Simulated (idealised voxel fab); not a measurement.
The name of this process module is voxel self aligned vias.
The cross-section shown here is cut; it is 290 nm wide and divided into square cells measuring 5 nm on a side.
In what follows, cross-sections appear as grids of square cells, described through bands that run from the top down, where every band is one or more rows of cells.
Top height, bottom height, nm. Materials left to right, width each, nm. Single material + "full width" = fills band edge to edge. "empty" = empty.
Counting heights begins at 0, where everything beneath is, in the wafer as received, one material. The lowest band has no bottom; it goes on downwards, as "0 nm and below" shows.
Width "30->40": first value at the band's top row of cells, second value at its bottom row, equal change from row to row.
What does "no alteration" mean for a step? It means no cell of the cross-section changed in that step.
The entry titled "Closed internal cavities" provides the empty spaces that have no open way to the top, restricted to those of 8 cells or more. Each is presented as width x height at distance, the distance being measured from the left edge, with all three in nm.
Step line, after settings: the simulator's comment on this step.
overlay nm, on a step with a mask: how far to the right of its planned place the mask lay; to the left if negative

Planned process steps
1. RECEIVE with material Si
2. CONFORMAL_DEP with material SiO2, thk nm 15
3. CONFORMAL_DEP with material SiCN, thk nm 5
4. DIRECTIONAL_DEP with material SiO2, thk nm 20
5. PATTERN with tone open, mask id LINES, material resist, width nm 25, pitch nm 55, thk nm 15, overlay nm 0
6. DIRECTIONAL_ETCH with etch materials SiO2, depth nm 20
7. STRIP with etch materials resist
8. CONFORMAL_DEP with material TiN, thk nm 5
9. FILL_DEP with material Ru, thk nm 5
10. CMP with height nm 40
11. SELECTIVE_ETCH with etch materials W Ru TiN, depth nm 10
12. FILL_DEP with material SiN, thk nm 10
13. CMP with height nm 40
14. DIRECTIONAL_DEP with material SiO2, thk nm 15
15. DIRECTIONAL_DEP with material aC, thk nm 15
16. PATTERN with tone open, mask id VIAS, material resist, width nm 35, pitch nm 55, thk nm 35, overlay nm 0
17. DIRECTIONAL_ETCH with etch materials aC, depth nm 15
18. STRIP with etch materials resist
19. DIRECTIONAL_ETCH with etch materials SiO2, depth nm 15
20. DIRECTIONAL_ETCH with etch materials SiN, depth nm 10
21. STRIP with etch materials aC
22. CONFORMAL_DEP with material TiN, thk nm 5
23. FILL_DEP with material Ru, thk nm 5
24. CMP with height nm 55
25. CONFORMAL_DEP with material SiCN, thk nm 5

Cross-section of the incoming wafer, state after step 1
> 0 nm and below  Si full width
> Closed internal cavities: none

Final cross-section, module run with one mistake (start and plan as above)
> 60 nm to 55 nm  SiCN full width
> 55 nm to 40 nm  SiO2=100 / TiN=5 / Ru=25 / TiN=5 / SiO2=20 / TiN=5 / Ru=25 / TiN=5 / SiO2=100
> 40 nm to 35 nm  SiN=100 / TiN=10 / Ru=15 / TiN=10 / SiN=20 / TiN=10 / Ru=15 / TiN=10 / SiN=100
> 35 nm to 30 nm  SiO2=105 / TiN=25 / SiO2=30 / TiN=25 / SiO2=105
> 30 nm to 25 nm  SiO2=105 / SiN=25 / SiO2=30 / SiN=25 / SiO2=105
> 25 nm to 20 nm  SiO2=105 / TiN=25 / SiO2=30 / TiN=25 / SiO2=105
> 20 nm to 15 nm  SiCN full width
> 15 nm to 0 nm  SiO2 full width
> 0 nm and below  Si full width
> Closed internal cavities: none
Which mistake was made when the wafer was run? step 10 ran differently from the plan; actual operation with settings: CMP with height nm 35
